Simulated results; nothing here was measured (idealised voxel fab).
process module | voxel released beams
cross-section cut | 260 nm wide | cells 5 nm
A cross-section is a grid of square cells, given in bands from the top down. A band is one or more rows of cells.
Each band's line starts with the height of the band's top and of its bottom, in nm. Then come its materials from left to right, each with its width in nm. One material with "throughout" fills the band from edge to edge. "air" is empty space.
Height 0 is the level under which the wafer as received is all one material. The lowest band goes on downwards, as in "0 down".
A width such as "30 to 40" changes by the same amount from each row of cells to the next, from the band's top row to its bottom row.
"no change" after a step means that no cell of the cross-section changed.
closed voids: empty space of 8 cells or more with no open way to the top, each as width x height at its distance from the left edge, in nm
after a step's settings: what the simulator itself notes on the step
overlay nm, on a step with a mask: how far to the right of its planned place the mask lay; to the left if negative
plan
1 op RECEIVE | material Si
2 op CONFORMAL_DEP | material Al2O3 | thk nm 5
3 op DIRECTIONAL_DEP | material SiO2 | thk nm 15
4 op DIRECTIONAL_DEP | material aC | thk nm 10
5 op PATTERN | tone open | mask id ANCHOR | material resist | width nm 45 | thk nm 30 | overlay nm 0
6 op DIRECTIONAL_ETCH | etch materials aC | depth nm 10
7 op STRIP | etch materials resist
8 op DIRECTIONAL_ETCH | etch materials SiO2 | depth nm 15
9 op STRIP | etch materials aC
10 op CONFORMAL_DEP | material SiN | thk nm 15
11 op DIRECTIONAL_DEP | material aC | thk nm 10
12 op PATTERN | tone cover | mask id BEAM | material resist | width nm 120 | thk nm 30 | overlay nm 0
13 op DIRECTIONAL_ETCH | etch materials aC | depth nm 10
14 op STRIP | etch materials resist
15 op DIRECTIONAL_ETCH | etch materials SiN | depth nm 15
16 op STRIP | etch materials aC
17 op STRIP | etch materials SiO2
as received, after step 1
  0 down: Si throughout
  closed voids: none
first wafer at the end, as planned
  35 to 20: air 65 | SiN 20 | air 15 | SiN 85 | air 75
  20 to 5: air 70 | SiN 45 | air 145
  5 to 0: Al2O3 throughout
  0 down: Si throughout
  closed voids: none
second wafer at the end: like start, like plan, one mistake
  45 to 30: air 65 | SiN 120 | air 75
  30 to 20: SiN throughout
  20 to 5: SiO2 throughout
  5 to 0: Al2O3 throughout
  0 down: Si throughout
  closed voids: none
what went wrong: step 4 ran as: op DIRECTIONAL_DEP | material SiN | thk nm 10
at the end the second wafer has, in cells: 86 more of SiN | 156 more of SiO2
